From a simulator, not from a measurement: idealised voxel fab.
process module | voxel wiring stack
cross-section cut | 280 nm wide | cells 5 nm
A cross-section is a grid of square cells, given in bands from the top down. A band is one or more rows of cells.
Each band's line starts with the height of the band's top and of its bottom, in nm. Then come its materials from left to right, each with its width in nm. One material with "throughout" fills the band from edge to edge. "air" is empty space.
Height 0 is the level under which the wafer as received is all one material. The lowest band goes on downwards, as in "0 down".
A width such as "30 to 40" changes by the same amount from each row of cells to the next, from the band's top row to its bottom row.
"no change" after a step means that no cell of the cross-section changed.
closed voids: empty space of 8 cells or more with no open way to the top, each as width x height at its distance from the left edge, in nm
after a step's settings: what the simulator itself notes on the step
overlay nm, on a step with a mask: how far to the right of its planned place the mask lay; to the left if negative
plan
1 op RECEIVE | material Si
2 op CONFORMAL_DEP | material SiO2 | thk nm 15
3 op CONFORMAL_DEP | material SiN | thk nm 5
4 op DIRECTIONAL_DEP | material lowk | thk nm 15
5 op DIRECTIONAL_DEP | material aC | thk nm 15
6 op PATTERN | tone open | mask id METAL_1 | material resist | width nm 25 | pitch nm 55 | thk nm 35 | overlay nm 0
7 op DIRECTIONAL_ETCH | etch materials aC | depth nm 15
8 op STRIP | etch materials resist
9 op DIRECTIONAL_ETCH | etch materials lowk | depth nm 15
10 op DIRECTIONAL_ETCH | etch materials SiN | depth nm 5
11 op STRIP | etch materials aC
12 op CONFORMAL_DEP | material TiN | thk nm 5
13 op FILL_DEP | material Cu | thk nm 10
14 op CMP | height nm 35
15 op EPI | material Ru | thk nm 5
16 op FILL_DEP | material SiCN | thk nm 5
17 op DIRECTIONAL_DEP | material SiO2 | thk nm 25
18 op MASKED_ETCH | tone open | mask id METAL_2 | width nm 25 | pitch nm 55 | etch materials SiO2 | depth nm 15 | overlay nm 0
19 op PATTERN | tone open | mask id METAL_2_HOLES | material resist | width nm 15 | thk nm 20 | overlay nm 0
20 op DIRECTIONAL_ETCH | etch materials SiO2 | depth nm 10
21 op DIRECTIONAL_ETCH | etch materials SiCN | depth nm 5
22 op STRIP | etch materials resist
23 op CONFORMAL_DEP | material TiN | thk nm 5
24 op FILL_DEP | material Cu | thk nm 5
25 op CMP | height nm 70
26 op CONFORMAL_DEP | material SiCN | thk nm 5
27 op DIRECTIONAL_DEP | material SiO2 | thk nm 30
28 op PATTERN | tone open | mask id METAL_3 | material resist | width nm 25 | pitch nm 55 | thk nm 15 | overlay nm 0
29 op DIRECTIONAL_ETCH | etch materials SiO2 | depth nm 15
30 op STRIP | etch materials resist
31 op PATTERN | tone open | mask id METAL_3_HOLES | material resist | width nm 15 | pitch nm 55 | thk nm 15 | overlay nm 0
32 op DIRECTIONAL_ETCH | etch materials SiO2 | depth nm 15
33 op DIRECTIONAL_ETCH | etch materials SiCN | depth nm 5
34 op STRIP | etch materials resist
35 op CONFORMAL_DEP | material TiN | thk nm 5
36 op FILL_DEP | material Ru | thk nm 10
37 op CMP | height nm 105
38 op CONFORMAL_DEP | material SiCN | thk nm 5
as received, after step 1
  0 down: Si throughout
  closed voids: none
a wafer at the end: this start, this plan, one mistake
  110 to 105: SiCN throughout
  105 to 95: SiO2 100 | TiN 5 | Ru 15 | TiN 5 | SiO2 30 | TiN 5 | Ru 15 | TiN 5 | SiO2 100
  95 to 90: SiO2 100 | TiN 5 | Ru 5 | TiN 15 | SiO2 30 | TiN 5 | Ru 5 | TiN 15 | SiO2 100
  90 to 75: SiO2 100 | TiN 5 | Ru 5 | TiN 5 | SiO2 40 | TiN 5 | Ru 5 | TiN 5 | SiO2 110
  75 to 70: SiCN 100 | TiN 15 | SiCN 40 | TiN 15 | SiCN 110
  70 to 60: SiO2 100 | TiN 5 | Cu 15 | TiN 5 | SiO2 30 | TiN 5 | Cu 15 | TiN 5 | SiO2 100
  60 to 55: SiO2 100 | TiN 5 | Cu 5 | TiN 15 | SiO2 30 | TiN 25 | SiO2 100
  55 to 45: SiO2 100 | TiN 5 | Cu 5 | TiN 5 | SiO2 165
  45 to 40: SiCN 100 | TiN 15 | SiCN 165
  40 to 35: Ru throughout
  35 to 30: TiN 105 | Cu 15 | TiN 40 | Cu 15 | TiN 105
  30 to 15: lowk 100 | TiN 5 | Cu 15 | TiN 5 | lowk 30 | TiN 5 | Cu 15 | TiN 5 | lowk 100
  15 to 10: SiN 100 | TiN 25 | SiN 30 | TiN 25 | SiN 100
  10 to 0: SiO2 throughout
  0 down: Si throughout
  closed voids: none
what went wrong: step 2 ran as: op CONFORMAL_DEP | material SiO2 | thk nm 10
